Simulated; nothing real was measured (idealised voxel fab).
Process module, titled voxel wiring stack
This is section cut - it's 265 nm across, gridded in 5 nm square cells.
If you're reading a cross-section in this doc, picture square cells in a grid; it comes to you as bands, top ones listed first down to the bottom, and a band can be one or more rows of cells.
In this notation a band is specified by the heights of its top and bottom, in that order and in nm, after which its materials appear from left to right, each paired with its width in nm. The word "everywhere" attached to a single material means that material fills the band from edge to edge; the word "empty" stands for empty space.
For the purposes of this specification, 0 denotes the height below which the wafer in its as-received condition is composed wholly of one material, and the lowermost band, lacking a lower limit, extends downward without end, as expressed in "0 nm and below".
The expression "30 to 40" gives the width at the extremes of the band, the first number at its top row of cells and the second at its bottom row, with the width changing by equal amounts from each row to the next in between.
The cross-section has no changed cell in any step marked "stayed the same".
If an empty space has no open way to the top and is at least 8 cells in size, "Closed void catalog" lists it, written width x height at distance, where distance is measured from the left edge and every value is in nm.
It should be noted that, on the line of a given step, the content following the step's settings is a remark produced by the simulator itself with respect to that step.
overlay nm: mask right of planned place by this much (step with mask). Neg. = left.
SET OUT BELOW ARE THE PLANNED STEPS OF THE PROCESS
1,RECEIVE [material Si]
2,CONFORMAL_DEP [material SiO2] [thk nm 10]
3,CONFORMAL_DEP [material SiN] [thk nm 5]
4,DIRECTIONAL_DEP [material lowk] [thk nm 15]
5,PATTERN [tone open] [mask id METAL_1] [material resist] [width nm 30] [pitch nm 60] [thk nm 20] [overlay nm 0]
6,DIRECTIONAL_ETCH [etch materials lowk] [depth nm 15]
7,DIRECTIONAL_ETCH [etch materials SiN] [depth nm 5]
8,STRIP [etch materials resist]
9,CONFORMAL_DEP [material TiN] [thk nm 5]
10,FILL_DEP [material Cu] [thk nm 10]
11,CMP [height nm 30]
12,CONFORMAL_DEP [material SiCN] [thk nm 5]
13,DIRECTIONAL_DEP [material lowk] [thk nm 25]
14,DIRECTIONAL_DEP [material aC] [thk nm 10]
15,PATTERN [tone open] [mask id METAL_2] [material resist] [width nm 30] [pitch nm 60] [thk nm 30] [overlay nm 0]
16,DIRECTIONAL_ETCH [etch materials aC] [depth nm 10]
17,STRIP [etch materials resist]
18,DIRECTIONAL_ETCH [etch materials lowk] [depth nm 15]
19,STRIP [etch materials aC]
20,DIRECTIONAL_DEP [material aC] [thk nm 10]
21,PATTERN [tone open] [mask id METAL_2_HOLES] [material resist] [width nm 15] [thk nm 30] [overlay nm 0]
22,DIRECTIONAL_ETCH [etch materials aC] [depth nm 10]
23,STRIP [etch materials resist]
24,DIRECTIONAL_ETCH [etch materials lowk] [depth nm 10]
25,DIRECTIONAL_ETCH [etch materials SiCN] [depth nm 5]
26,STRIP [etch materials aC]
27,CONFORMAL_DEP [material TiN] [thk nm 5]
28,FILL_DEP [material Cu] [thk nm 5]
29,CMP [height nm 60]
30,CONFORMAL_DEP [material SiN] [thk nm 5]
RECEIVED-STATE CROSS-SECTION, REFLECTING COMPLETION OF STEP 1
* 0 nm and below | Si everywhere
* Closed void catalog: none
CROSS-SECTION, END OF MODULE. START: AS ABOVE. PLAN: AS ABOVE. EXECUTION: ONE MISTAKE
* 65 nm to 60 nm | SiN everywhere
* 60 nm to 50 nm | lowk=85 / TiN=5 / Cu=20 / TiN=5 / lowk=30 / TiN=5 / Cu=20 / TiN=5 / lowk=90
* 50 nm to 45 nm | lowk=85 / TiN=5 / Cu=5 / TiN=20 / lowk=30 / TiN=30 / lowk=90
* 45 nm to 35 nm | lowk=85 / TiN=5 / Cu=5 / TiN=5 / lowk=165
* 35 nm to 30 nm | SiCN=85 / TiN=15 / SiCN=165
* 30 nm to 15 nm | lowk=80 / TiN=5 / Cu=20 / TiN=5 / lowk=30 / TiN=5 / Cu=20 / TiN=5 / lowk=95
* 15 nm to 10 nm | SiN=80 / TiN=30 / SiN=30 / TiN=30 / SiN=95
* 10 nm to 0 nm | SiO2 everywhere
* 0 nm and below | Si everywhere
* Closed void catalog: none
Deviation noted in wafer processing: step 5 ran differently from the plan; actual operation with settings: PATTERN [tone open] [mask id METAL_1] [material resist] [width nm 30] [pitch nm 60] [thk nm 20] [overlay nm -5]
